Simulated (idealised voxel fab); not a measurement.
Process module in this document: voxel self aligned contacts
Cross-sectional view cut (width: 270 nm; square cell size: 5 nm).
The cross-sections in this document take the form of a grid made of square cells. They are written out as bands, in order from top to bottom. Each band consists of one or more rows of cells. Basically the band line says how high the top is and how high the bottom is, in nm, and then what's in it from left to right, every material with its width in nm. Empty space shows up as "empty", and if a single material carries "all across" it runs the full band edge to edge. It should be noted that heights are counted from 0, beneath which the wafer as supplied is of one material throughout, and that the lowest band possesses no lower boundary but continues downward, as written in "0 nm and below". A width such as "30..40" changes by the same amount from each row of cells to the next, from the band's top row to its bottom row. "no modification", as given for a step, is the statement that not any cell of the cross-section underwent a change during that step. Empty spaces without an open route to the top, at least 8 cells in extent, make up the entry "Completely sealed voids"; each is given as width x height at distance, where the distance is measured from the left edge, and all are in nm. If you see something after the settings on a step's line, that's the simulator's own remark about that step. overlay nm: for a step with a mask, the amount by which the mask lay right of where it was planned; a negative amount means left of it.
## So here's the lineup of process steps we planned
1. RECEIVE | material Si
2. OXIDIZE | depth nm 5
3. DIRECTIONAL_DEP | material polySi | thk nm 30
4. DIRECTIONAL_DEP | material SiN | thk nm 15
5. MASKED_ETCH | tone cover | mask id GATE | width nm 25 | pitch nm 55 | etch materials SiN | depth nm 15 | overlay nm 0
6. MASKED_ETCH | tone cover | mask id GATE | width nm 25 | pitch nm 55 | etch materials polySi | depth nm 30 | overlay nm 0
7. CONFORMAL_DEP | material SiN | thk nm 5
8. DIRECTIONAL_ETCH | etch materials SiN | depth nm 5
9. FILL_DEP | material SiO2 | thk nm 10
10. CMP | height nm 50
11. MASKED_ETCH | tone open | mask id CONTACT | width nm 40 | pitch nm 55 | etch materials SiO2 | depth nm 55 | overlay nm 0
12. CONFORMAL_DEP | material TiN | thk nm 5
13. FILL_DEP | material Ru | thk nm 10
14. CMP | height nm 50
15. CONFORMAL_DEP | material SiCN | thk nm 5
## Incoming wafer, cross-sectional view, post step 1
* 0 nm and below = Si all across
* Completely sealed voids: none
## Cross-sectional view of the first of the two wafers upon completion of the module, processed in accordance with the plan
* 55 nm to 50 nm = SiCN all across
* 50 nm to 45 nm = SiO2: 85 / TiN: 15 / Ru: 10 / TiN: 15 / SiO2: 15 / TiN: 15 / Ru: 10 / TiN: 15 / SiO2: 90
* 45 nm to 30 nm = SiO2: 60 / SiN: 35 / TiN: 5 / Ru: 10 / TiN: 5 / SiN: 35 / TiN: 5 / Ru: 10 / TiN: 5 / SiN: 35 / SiO2: 65
* 30 nm to 0 nm = SiO2: 60 / SiN: 5 / polySi: 25 / SiN: 5 / TiN: 5 / Ru: 10 / TiN: 5 / SiN: 5 / polySi: 25 / SiN: 5 / TiN: 5 / Ru: 10 / TiN: 5 / SiN: 5 / polySi: 25 / SiN: 5 / SiO2: 65
* 0 nm to -5 nm = SiO2: 95 / TiN: 20 / SiO2: 35 / TiN: 20 / SiO2: 100
* -5 nm and below = Si all across
* Completely sealed voids: none
## End of module, second wafer, cross-section. Started like the first, planned like the first, run with one mistake
* 70 nm to 65 nm = SiCN all across
* 65 nm to 55 nm = Ru all across
* 55 nm to 50 nm = TiN: 90 / Ru: 30 / TiN: 25 / Ru: 30 / TiN: 95
* 50 nm to 45 nm = SiO2: 85 / TiN: 15 / Ru: 10 / TiN: 15 / SiO2: 15 / TiN: 15 / Ru: 10 / TiN: 15 / SiO2: 90
* 45 nm to 30 nm = SiO2: 60 / SiN: 35 / TiN: 5 / Ru: 10 / TiN: 5 / SiN: 35 / TiN: 5 / Ru: 10 / TiN: 5 / SiN: 35 / SiO2: 65
* 30 nm to 0 nm = SiO2: 60 / SiN: 5 / polySi: 25 / SiN: 5 / TiN: 5 / Ru: 10 / TiN: 5 / SiN: 5 / polySi: 25 / SiN: 5 / TiN: 5 / Ru: 10 / TiN: 5 / SiN: 5 / polySi: 25 / SiN: 5 / SiO2: 65
* 0 nm to -5 nm = SiO2: 95 / TiN: 20 / SiO2: 35 / TiN: 20 / SiO2: 100
* -5 nm and below = Si all across
* Completely sealed voids: none
What was the processing mistake? step 14 of the plan was bypassed and not carried out
Upon completion, the second wafer contains, in terms of cells, a greater or smaller amount of certain materials than the first wafer: 120 more of Ru | 42 more of TiN
